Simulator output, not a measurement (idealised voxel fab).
The following is a process module called voxel air gaps.
In the cross-section labelled cut, the width is 215 nm and each square cell is 5 nm.
A cross-section is written here as square cells arranged in a grid, and it is given in bands from the top down, each band taking up one or more rows of cells.
Per band: top height and bottom height in nm, followed by the left-to-right materials and their widths in nm; "throughout" marks a single material spanning edge to edge, "empty" marks empty space.
For the purposes of this specification, 0 denotes the height below which the wafer in its as-received condition is composed wholly of one material, and the lowermost band, lacking a lower limit, extends downward without end, as expressed in "top 0, no bottom".
So if you see something like "30..40" for the width, read it as the top row of the band sitting at the first number and the bottom row at the second, with every row in between moving by the same amount as the last.
What does "same as before" mean for a step? It means no cell of the cross-section changed in that step.
For the entry "Voids lacking openings", the listed items are empty spaces with no open way to the top whose size is 8 cells or more; each item follows the pattern width x height at distance, where distance is from the left edge and all three are in nm.
That trailing text on a step's line, after the settings, is the simulator's own remark on the step.
"overlay nm" denotes, for a step that has a mask, the displacement of the mask to the right of its planned place, with negative values corresponding to the left.
PROCESS STEPS - PLAN
1,RECEIVE,material Si
2,CONFORMAL_DEP,material SiO2,thk nm 10
3,CONFORMAL_DEP,material SiN,thk nm 5
4,DIRECTIONAL_DEP,material SiO2,thk nm 35
5,DIRECTIONAL_DEP,material aC,thk nm 10
6,PATTERN,tone open,mask id LINES,material resist,width nm 25,pitch nm 55,thk nm 25,overlay nm 0
7,DIRECTIONAL_ETCH,etch materials aC,depth nm 10
8,STRIP,etch materials resist
9,DIRECTIONAL_ETCH,etch materials SiO2,depth nm 35
10,STRIP,etch materials aC
11,CONFORMAL_DEP,material TiN,thk nm 5
12,FILL_DEP,material Cu,thk nm 5
13,CMP,height nm 50
14,EPI,material Ru,thk nm 10
15,SELECTIVE_ETCH,etch materials SiO2,depth nm 45
16,CONFORMAL_DEP,material SiCN,thk nm 5
For clarity, it should be stated that the wafers under discussion commence in an identical condition and differ with respect to the thk nm of step 3, the plan indicating the value that the first wafer had.
AS RECEIVED, I.E. AFTER STEP 1: CROSS-SECTION THROUGH THE FIRST OF SEVERAL WAFERS
* top 0, no bottom: Si throughout
* Voids lacking openings: none
THE FIRST OF SEVERAL WAFERS, SEEN IN CROSS-SECTION AFTER THE MODULE'S LAST STEP, STEP 16
* top 65, bottom 60: empty (25) / SiCN (165) / empty (25)
* top 60, bottom 50: empty (25) / SiCN (5) / Ru (45) / SiCN (10) / Ru (45) / SiCN (10) / Ru (45) / SiCN (5) / empty (25)
* top 50, bottom 45: empty (25) / SiCN (15) / TiN (5) / Cu (15) / TiN (5) / SiCN (30) / TiN (5) / Cu (15) / TiN (5) / SiCN (30) / TiN (5) / Cu (15) / TiN (5) / SiCN (15) / empty (25)
* top 45, bottom 20: empty (35) / SiCN (5) / TiN (5) / Cu (15) / TiN (5) / SiCN (5) / empty (20) / SiCN (5) / TiN (5) / Cu (15) / TiN (5) / SiCN (5) / empty (20) / SiCN (5) / TiN (5) / Cu (15) / TiN (5) / SiCN (5) / empty (35)
* top 20, bottom 15: SiCN (40) / TiN (25) / SiCN (30) / TiN (25) / SiCN (30) / TiN (25) / SiCN (40)
* top 15, bottom 10: SiN throughout
* top 10, bottom 0: SiO2 throughout
* top 0, no bottom: Si throughout
* Voids lacking openings: 20 x 25 at 70; 20 x 25 at 125
AT THE END OF THE MODULE, THE LAST OF SEVERAL WAFERS IN CROSS-SECTION
* top 65, bottom 60: empty (25) / SiCN (165) / empty (25)
* top 60, bottom 50: empty (25) / SiCN (5) / Ru (45) / SiCN (10) / Ru (45) / SiCN (10) / Ru (45) / SiCN (5) / empty (25)
* top 50, bottom 45: empty (25) / SiCN (15) / TiN (5) / Cu (15) / TiN (5) / SiCN (30) / TiN (5) / Cu (15) / TiN (5) / SiCN (30) / TiN (5) / Cu (15) / TiN (5) / SiCN (15) / empty (25)
* top 45, bottom 35: empty (35) / SiCN (5) / TiN (5) / Cu (15) / TiN (5) / SiCN (5) / empty (20) / SiCN (5) / TiN (5) / Cu (15) / TiN (5) / SiCN (5) / empty (20) / SiCN (5) / TiN (5) / Cu (15) / TiN (5) / SiCN (5) / empty (35)
* top 35, bottom 30: SiCN (40) / TiN (25) / SiCN (30) / TiN (25) / SiCN (30) / TiN (25) / SiCN (40)
* top 30, bottom 10: SiN throughout
* top 10, bottom 0: SiO2 throughout
* top 0, no bottom: Si throughout
* Voids lacking openings: 20 x 10 at 70; 20 x 10 at 125
TAKE ANY ROW AND YOU HAVE A WAFER AT THE END OF THE MODULE: HOW MANY CELLS OF EACH MATERIAL IT HAS GAINED (+) OR LOST (-) SINCE IT WAS RECEIVED, AND THEN ITS CLOSED VOIDS
thk nm 5; +54 Cu; +54 Ru; +121 SiCN; +43 SiN; +86 SiO2; +51 TiN; Voids lacking openings: 20 x 25 at 70; 20 x 25 at 125
thk nm 10; +45 Cu; +54 Ru; +115 SiCN; +86 SiN; +86 SiO2; +45 TiN; Voids lacking openings: 20 x 20 at 70; 20 x 20 at 125
thk nm 15; +36 Cu; +54 Ru; +109 SiCN; +129 SiN; +86 SiO2; +39 TiN; Voids lacking openings: 20 x 15 at 70; 20 x 15 at 125
thk nm 20; +27 Cu; +54 Ru; +103 SiCN; +172 SiN; +86 SiO2; +33 TiN; Voids lacking openings: 20 x 10 at 70; 20 x 10 at 125
